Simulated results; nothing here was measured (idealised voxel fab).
process module | voxel gate over fins
cross-section cut | 295 nm wide | cells 5 nm
A cross-section is a grid of square cells, given in bands from the top down. A band is one or more rows of cells.
Each band's line starts with the height of the band's top and of its bottom, in nm. Then come its materials from left to right, each with its width in nm. One material with "throughout" fills the band from edge to edge. "air" is empty space.
Height 0 is the level under which the wafer as received is all one material. The lowest band goes on downwards, as in "0 down".
A width such as "30 to 40" changes by the same amount from each row of cells to the next, from the band's top row to its bottom row.
"no change" after a step means that no cell of the cross-section changed.
closed voids: empty space of 8 cells or more with no open way to the top, each as width x height at its distance from the left edge, in nm
after a step's settings: what the simulator itself notes on the step
overlay nm, on a step with a mask: how far to the right of its planned place the mask lay; to the left if negative
plan
1 op RECEIVE | material Si
2 op CONFORMAL_DEP | material SiN | thk nm 5
3 op MASKED_ETCH | tone cover | mask id FINS | width nm 15 | pitch nm 40 | etch materials SiN | depth nm 5 | overlay nm 0
4 op MASKED_ETCH | tone cover | mask id FINS | width nm 15 | pitch nm 40 | etch materials Si | depth nm 35 | overlay nm 0
5 op FILL_DEP | material SiO2 | thk nm 5
6 op CMP | height nm 5
7 op SELECTIVE_ETCH | etch materials SiO2 | depth nm 20
8 op STRIP | etch materials SiN
9 op CONFORMAL_DEP | material HfO2 | thk nm 5
10 op CONFORMAL_DEP | material TiN | thk nm 5
11 op FILL_DEP | material W | thk nm 15
12 op CMP | height nm 20
13 op CONFORMAL_DEP | material SiN | thk nm 5
first wafer, as planned
as received, after step 1
  0 down: Si throughout
  closed voids: none
after step 2
  5 to 0: SiN throughout
  below 0: unchanged
after step 3
  5 to 0: air 80 | SiN 15 | air 25 | SiN 15 | air 25 | SiN 15 | air 25 | SiN 15 | air 80
  below 0: unchanged
after step 4
  5 to 0: air 80 | SiN 15 | air 25 | SiN 15 | air 25 | SiN 15 | air 25 | SiN 15 | air 80
  0 to -35: air 80 | Si 15 | air 25 | Si 15 | air 25 | Si 15 | air 25 | Si 15 | air 80
  below -35: unchanged
after step 5
  10 to 5: SiO2 throughout
  5 to 0: SiO2 80 | SiN 15 | SiO2 25 | SiN 15 | SiO2 25 | SiN 15 | SiO2 25 | SiN 15 | SiO2 80
  0 to -35: SiO2 80 | Si 15 | SiO2 25 | Si 15 | SiO2 25 | Si 15 | SiO2 25 | Si 15 | SiO2 80
  below -35: unchanged
after step 6
  5 to 0: SiO2 80 | SiN 15 | SiO2 25 | SiN 15 | SiO2 25 | SiN 15 | SiO2 25 | SiN 15 | SiO2 80
  below 0: unchanged
after step 7
  5 to 0: air 80 | SiN 15 | air 25 | SiN 15 | air 25 | SiN 15 | air 25 | SiN 15 | air 80
  0 to -15: air 80 | Si 15 | air 25 | Si 15 | air 25 | Si 15 | air 25 | Si 15 | air 80
  below -15: unchanged
after step 8
  0 to -15: air 80 | Si 15 | air 25 | Si 15 | air 25 | Si 15 | air 25 | Si 15 | air 80
  below -15: unchanged
after step 9
  5 to 0: air 75 | HfO2 25 | air 15 | HfO2 25 | air 15 | HfO2 25 | air 15 | HfO2 25 | air 75
  0 to -10: air 75 | HfO2 5 | Si 15 | HfO2 5 | air 15 | HfO2 5 | Si 15 | HfO2 5 | air 15 | HfO2 5 | Si 15 | HfO2 5 | air 15 | HfO2 5 | Si 15 | HfO2 5 | air 75
  -10 to -15: HfO2 80 | Si 15 | HfO2 25 | Si 15 | HfO2 25 | Si 15 | HfO2 25 | Si 15 | HfO2 80
  below -15: unchanged
after step 10
  10 to 5: air 70 | TiN 35 | air 5 | TiN 35 | air 5 | TiN 35 | air 5 | TiN 35 | air 70
  5 to 0: air 70 | TiN 5 | HfO2 25 | TiN 5 | air 5 | TiN 5 | HfO2 25 | TiN 5 | air 5 | TiN 5 | HfO2 25 | TiN 5 | air 5 | TiN 5 | HfO2 25 | TiN 5 | air 70
  0 to -5: air 70 | TiN 5 | HfO2 5 | Si 15 | HfO2 5 | TiN 5 | air 5 | TiN 5 | HfO2 5 | Si 15 | HfO2 5 | TiN 5 | air 5 | TiN 5 | HfO2 5 | Si 15 | HfO2 5 | TiN 5 | air 5 | TiN 5 | HfO2 5 | Si 15 | HfO2 5 | TiN 5 | air 70
  -5 to -10: TiN 75 | HfO2 5 | Si 15 | HfO2 5 | TiN 15 | HfO2 5 | Si 15 | HfO2 5 | TiN 15 | HfO2 5 | Si 15 | HfO2 5 | TiN 15 | HfO2 5 | Si 15 | HfO2 5 | TiN 75
  below -10: unchanged
after step 11
  25 to 10: W throughout
  10 to 5: W 70 | TiN 35 | W 5 | TiN 35 | W 5 | TiN 35 | W 5 | TiN 35 | W 70
  5 to 0: W 70 | TiN 5 | HfO2 25 | TiN 5 | W 5 | TiN 5 | HfO2 25 | TiN 5 | W 5 | TiN 5 | HfO2 25 | TiN 5 | W 5 | TiN 5 | HfO2 25 | TiN 5 | W 70
  0 to -5: W 70 | TiN 5 | HfO2 5 | Si 15 | HfO2 5 | TiN 5 | W 5 | TiN 5 | HfO2 5 | Si 15 | HfO2 5 | TiN 5 | W 5 | TiN 5 | HfO2 5 | Si 15 | HfO2 5 | TiN 5 | W 5 | TiN 5 | HfO2 5 | Si 15 | HfO2 5 | TiN 5 | W 70
  below -5: unchanged
after step 12
  20 to 10: W throughout
  below 10: unchanged
after step 13
  25 to 20: SiN throughout
  below 20: unchanged
second wafer: like start, like plan, one mistake. Through step 6 it matches the first wafer
when step 7 should have ended
  5 to 0: SiO2 80 | air 15 | SiO2 25 | air 15 | SiO2 25 | air 15 | SiO2 25 | air 15 | SiO2 80
  below 0: unchanged
when step 8 should have ended
  0 to -15: air 80 | Si 15 | air 25 | Si 15 | air 25 | Si 15 | air 25 | Si 15 | air 80
  -15 to -20: SiO2 60 | air 20 | Si 15 | air 25 | Si 15 | air 25 | Si 15 | air 25 | Si 15 | air 20 | SiO2 60
  below -20: unchanged
when step 9 should have ended
  5 to 0: air 75 | HfO2 25 | air 15 | HfO2 25 | air 15 | HfO2 25 | air 15 | HfO2 25 | air 75
  0 to -10: air 75 | HfO2 5 | Si 15 | HfO2 5 | air 15 | HfO2 5 | Si 15 | HfO2 5 | air 15 | HfO2 5 | Si 15 | HfO2 5 | air 15 | HfO2 5 | Si 15 | HfO2 5 | air 75
  -10 to -15: HfO2 65 | air 10 | HfO2 5 | Si 15 | HfO2 5 | air 15 | HfO2 5 | Si 15 | HfO2 5 | air 15 | HfO2 5 | Si 15 | HfO2 5 | air 15 | HfO2 5 | Si 15 | HfO2 5 | air 10 | HfO2 65
  -15 to -20: SiO2 60 | HfO2 20 | Si 15 | HfO2 25 | Si 15 | HfO2 25 | Si 15 | HfO2 25 | Si 15 | HfO2 20 | SiO2 60
  below -20: unchanged
when step 10 should have ended
  10 to 5: air 70 | TiN 35 | air 5 | TiN 35 | air 5 | TiN 35 | air 5 | TiN 35 | air 70
  5 to 0: air 70 | TiN 5 | HfO2 25 | TiN 5 | air 5 | TiN 5 | HfO2 25 | TiN 5 | air 5 | TiN 5 | HfO2 25 | TiN 5 | air 5 | TiN 5 | HfO2 25 | TiN 5 | air 70
  0 to -5: air 70 | TiN 5 | HfO2 5 | Si 15 | HfO2 5 | TiN 5 | air 5 | TiN 5 | HfO2 5 | Si 15 | HfO2 5 | TiN 5 | air 5 | TiN 5 | HfO2 5 | Si 15 | HfO2 5 | TiN 5 | air 5 | TiN 5 | HfO2 5 | Si 15 | HfO2 5 | TiN 5 | air 70
  -5 to -10: TiN 75 | HfO2 5 | Si 15 | HfO2 5 | TiN 5 | air 5 | TiN 5 | HfO2 5 | Si 15 | HfO2 5 | TiN 5 | air 5 | TiN 5 | HfO2 5 | Si 15 | HfO2 5 | TiN 5 | air 5 | TiN 5 | HfO2 5 | Si 15 | HfO2 5 | TiN 75
  -10 to -15: HfO2 65 | TiN 10 | HfO2 5 | Si 15 | HfO2 5 | TiN 15 | HfO2 5 | Si 15 | HfO2 5 | TiN 15 | HfO2 5 | Si 15 | HfO2 5 | TiN 15 | HfO2 5 | Si 15 | HfO2 5 | TiN 10 | HfO2 65
  below -15: unchanged
when step 11 should have ended
  25 to 10: W throughout
  10 to 5: W 70 | TiN 35 | W 5 | TiN 35 | W 5 | TiN 35 | W 5 | TiN 35 | W 70
  5 to 0: W 70 | TiN 5 | HfO2 25 | TiN 5 | W 5 | TiN 5 | HfO2 25 | TiN 5 | W 5 | TiN 5 | HfO2 25 | TiN 5 | W 5 | TiN 5 | HfO2 25 | TiN 5 | W 70
  0 to -5: W 70 | TiN 5 | HfO2 5 | Si 15 | HfO2 5 | TiN 5 | W 5 | TiN 5 | HfO2 5 | Si 15 | HfO2 5 | TiN 5 | W 5 | TiN 5 | HfO2 5 | Si 15 | HfO2 5 | TiN 5 | W 5 | TiN 5 | HfO2 5 | Si 15 | HfO2 5 | TiN 5 | W 70
  -5 to -10: TiN 75 | HfO2 5 | Si 15 | HfO2 5 | TiN 5 | W 5 | TiN 5 | HfO2 5 | Si 15 | HfO2 5 | TiN 5 | W 5 | TiN 5 | HfO2 5 | Si 15 | HfO2 5 | TiN 5 | W 5 | TiN 5 | HfO2 5 | Si 15 | HfO2 5 | TiN 75
  below -10: unchanged
when step 12 should have ended
  20 to 10: W throughout
  below 10: unchanged
when step 13 should have ended
  25 to 20: SiN throughout
  below 20: unchanged
what went wrong: steps 7 and 8 were swapped
at the end the second wafer has, in cells: 10 more of HfO2 | 23 fewer of SiO2 | 10 more of TiN | 3 more of W
